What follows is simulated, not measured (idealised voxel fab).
The name of this process module is voxel air gaps.
It is cross-section cut that appears here, measuring 275 nm in width, its square cells being 5 nm in size.
Square cells in a grid make up a cross-section in this document, and the grid is given as bands, listed from the top down, each one or more rows of cells.
Band: top and bottom heights (nm) first, top before bottom; then materials from left to right, widths in nm. "edge to edge" marks a sole material filling the band edge to edge. "blank" denotes empty space.
Height reference: 0 = level under which incoming wafer is all one material. Lowest band: no bottom, runs on downward, e.g. "from 0 down".
Read "30..40" as a graded width: first number on top, second number at the bottom, same change between each pair of neighbouring rows.
What does "no modifications" mean for a step? It means no cell of the cross-section changed in that step.
"Closed void catalog" lists enclosed empty spaces (at least 8 cells, no open path upward to the top), each as width x height at distance from the left edge, in nm.
It should be noted that, on the line of a given step, the content following the step's settings is a remark produced by the simulator itself with respect to that step.
The optional step-line setting "overlay nm" applies to steps with a mask and quantifies how far to the right of its planned location the mask lay, a negative value indicating leftward placement.

-- Steps planned for the process
step 1: RECEIVE, material Si
step 2: CONFORMAL_DEP, material SiO2, thk nm 10
step 3: CONFORMAL_DEP, material SiN, thk nm 5
step 4: DIRECTIONAL_DEP, material SiO2, thk nm 35
step 5: MASKED_ETCH, tone open, mask id LINES, width nm 20, pitch nm 50, etch materials SiO2, depth nm 35, overlay nm 0
step 6: CONFORMAL_DEP, material TiN, thk nm 5
step 7: FILL_DEP, material W, thk nm 10
step 8: CMP, height nm 50
step 9: EPI, material Ru, thk nm 10
step 10: SELECTIVE_ETCH, etch materials SiO2, depth nm 45
step 11: CONFORMAL_DEP, material SiN, thk nm 5

-- Cross-section of the wafer upon arrival, representing the state reached after step 1
  from 0 down = Si edge to edge
  Closed void catalog: none

-- End-of-module cross-section of the first of two wafers, processed as planned
  from 65 to 60 = blank (35)  SiN (200)  blank (40)
  from 60 to 50 = blank (35)  SiN (5)  Ru (40)  SiN (10)  Ru (40)  SiN (10)  Ru (40)  SiN (10)  Ru (40)  SiN (5)  blank (40)
  from 50 to 45 = blank (35)  SiN (15)  TiN (5)  W (10)  TiN (5)  SiN (30)  TiN (5)  W (10)  TiN (5)  SiN (30)  TiN (5)  W (10)  TiN (5)  SiN (30)  TiN (5)  W (10)  TiN (5)  SiN (15)  blank (40)
  from 45 to 20 = blank (45)  SiN (5)  TiN (5)  W (10)  TiN (5)  SiN (5)  blank (20)  SiN (5)  TiN (5)  W (10)  TiN (5)  SiN (5)  blank (20)  SiN (5)  TiN (5)  W (10)  TiN (5)  SiN (5)  blank (20)  SiN (5)  TiN (5)  W (10)  TiN (5)  SiN (5)  blank (50)
  from 20 to 15 = SiN (50)  TiN (20)  SiN (30)  TiN (20)  SiN (30)  TiN (20)  SiN (30)  TiN (20)  SiN (55)
  from 15 to 10 = SiN edge to edge
  from 10 to 0 = SiO2 edge to edge
  from 0 down = Si edge to edge
  Closed void catalog: 20 x 25 at 75; 20 x 25 at 125; 20 x 25 at 175

-- This is the second of the two wafers, cross-sectioned at the end of the module; it started exactly like the first and was given the same plan, but it was run with one mistake
  from 65 to 60 = blank (35)  SiN (200)  blank (40)
  from 60 to 50 = blank (35)  SiN (5)  Ru (40)  SiN (10)  Ru (40)  SiN (10)  Ru (40)  SiN (10)  Ru (40)  SiN (5)  blank (40)
  from 50 to 45 = blank (35)  SiN (15)  TiN (5)  SiO2 (10)  TiN (5)  SiN (30)  TiN (5)  SiO2 (10)  TiN (5)  SiN (30)  TiN (5)  SiO2 (10)  TiN (5)  SiN (30)  TiN (5)  SiO2 (10)  TiN (5)  SiN (15)  blank (40)
  from 45 to 20 = blank (45)  SiN (5)  TiN (5)  SiO2 (10)  TiN (5)  SiN (5)  blank (20)  SiN (5)  TiN (5)  SiO2 (10)  TiN (5)  SiN (5)  blank (20)  SiN (5)  TiN (5)  SiO2 (10)  TiN (5)  SiN (5)  blank (20)  SiN (5)  TiN (5)  SiO2 (10)  TiN (5)  SiN (5)  blank (50)
  from 20 to 15 = SiN (50)  TiN (20)  SiN (30)  TiN (20)  SiN (30)  TiN (20)  SiN (30)  TiN (20)  SiN (55)
  from 15 to 10 = SiN edge to edge
  from 10 to 0 = SiO2 edge to edge
  from 0 down = Si edge to edge
  Closed void catalog: 20 x 25 at 75; 20 x 25 at 125; 20 x 25 at 175
Nonconformance to the process plan: step 7 was processed under conditions differing from the plan, specifically as FILL_DEP, material SiO2, thk nm 10
at the end the second wafer has, in cells: 48 more of SiO2; 48 fewer of W
